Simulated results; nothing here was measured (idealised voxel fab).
Presented below is a process module, voxel air gaps.
FYI the section here is cut, 205 nm wide, cells are 5 nm squares.
Each cross-section below is a grid of square cells, stated as bands in top-down order, with one or more rows of cells making up each band. Band entry format. Leading values: height of top, height of bottom, nm. Remainder: materials in left-to-right order, each with its width in nm. Special words: "throughout" on a single material, which then fills the band edge to edge; "air", empty space. Beneath 0, the wafer as received is one material, and that level is where height counting begins. The lowest band goes on downward without a bottom; it is written like "0 down". With a width like "30->40", each row of cells in the band differs from the next by the same amount, the top row carrying the first number and the bottom row the second. "nothing was modified" after a step means that no cell of the cross-section changed. In "Enclosed voids" the enclosed voids are listed, meaning empty spaces of 8 cells or larger without any opening to the top. The form is width x height at distance, distance from the left edge, units nm. If you see something after the settings on a step's line, that's the simulator's own remark about that step. overlay nm: on a step with a mask, how far right of its planned place the mask lay; negative means left.
plan:
- 1: RECEIVE with material Si
- 2: CONFORMAL_DEP with material SiO2, thk nm 10
- 3: CONFORMAL_DEP with material SiCN, thk nm 5
- 4: DIRECTIONAL_DEP with material SiO2, thk nm 30
- 5: PATTERN with tone open, mask id LINES, material resist, width nm 20, pitch nm 45, thk nm 20, overlay nm 0
- 6: DIRECTIONAL_ETCH with etch materials SiO2, depth nm 30
- 7: STRIP with etch materials resist
- 8: CONFORMAL_DEP with material TiN, thk nm 5
- 9: FILL_DEP with material Cu, thk nm 10
- 10: CMP with height nm 45
- 11: EPI with material Ru, thk nm 10
- 12: SELECTIVE_ETCH with etch materials SiO2, depth nm 40
- 13: CONFORMAL_DEP with material SiCN, thk nm 5
Step 1 complete: cross-section of the wafer as received:
    0 down  Si throughout
    Enclosed voids: none
Post-module cross-section: identical start and plan to those above, one misstep in execution:
    55 to 45  35 of air  40 of Ru  5 of air  40 of Ru  5 of air  40 of Ru  40 of air
    45 to 20  45 of air  5 of TiN  10 of Cu  5 of TiN  25 of air  5 of TiN  10 of Cu  5 of TiN  25 of air  5 of TiN  10 of Cu  5 of TiN  50 of air
    20 to 15  45 of air  20 of TiN  25 of air  20 of TiN  25 of air  20 of TiN  50 of air
    15 to 10  SiCN throughout
    10 to 0  SiO2 throughout
    0 down  Si throughout
    Enclosed voids: none
Plan not followed: it should be noted that step 13 of the plan was omitted and was not performed
